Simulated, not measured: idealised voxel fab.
voxel spacer lines: a process module
Square cells of 5 nm make up the cross-section cut, whose width is 195 nm.
This document writes a cross-section as a grid whose cells are square, and gives it as bands, listed from the top down; one or more rows of cells form a band.
Per band: top height and bottom height in nm, followed by the left-to-right materials and their widths in nm; "everywhere" marks a single material spanning edge to edge, "empty" marks empty space.
Where do heights start? At 0: under that level the wafer as delivered is made of one material only. And the lowest band has no floor; it just carries on downward, as in "0 down".
A width such as "30..40" changes by the same amount from each row of cells to the next, from the band's top row to its bottom row.
"left unchanged" -> step changed no cross-section cell.
This entry, "Internal closed voids", enumerates those empty regions of no fewer than 8 cells that possess no open connection to the top. Each region is reported in the form width x height at distance, the distance being taken from the left edge, with all three quantities expressed in nm.
Post-settings text on a step line: simulator's own remark regarding the step.
If you see "overlay nm" on a step's line and that step has a mask, it's telling you how far right of where it was planned the mask ended up; a negative number means it went left instead.

[The planned process steps are enumerated hereunder]
| 1 | RECEIVE, material Si |
| 2 | CONFORMAL_DEP, material SiO2, thk nm 10 |
| 3 | DIRECTIONAL_DEP, material polySi, thk nm 10 |
| 4 | DIRECTIONAL_DEP, material aC, thk nm 30 |
| 5 | PATTERN, tone cover, mask id MANDREL, material resist, width nm 15, pitch nm 70, thk nm 35, overlay nm 0 |
| 6 | DIRECTIONAL_ETCH, etch materials aC, depth nm 30 |
| 7 | STRIP, etch materials resist |
| 8 | CONFORMAL_DEP, material SiN, thk nm 10 |
| 9 | DIRECTIONAL_ETCH, etch materials SiN, depth nm 10 |
| 10 | STRIP, etch materials aC |
| 11 | DIRECTIONAL_ETCH, etch materials polySi, depth nm 10 |
| 12 | STRIP, etch materials SiN |
Wafers differ in width nm at step 5; plan lists the first wafer's value; identical starting state.

[Cross-section: the first of several wafers in its as-received state, i.e. following step 1]
* 0 down | Si everywhere
* Internal closed voids: none

[Below: a row per wafer. Contents at end of module: for every material, cells gained since receipt (+) or lost since receipt (-); then closed voids]
width nm 15, +78 SiO2, +24 polySi, Internal closed voids: none
width nm 20, +78 SiO2, +24 polySi, Internal closed voids: none
width nm 25, +78 SiO2, +24 polySi, Internal closed voids: none
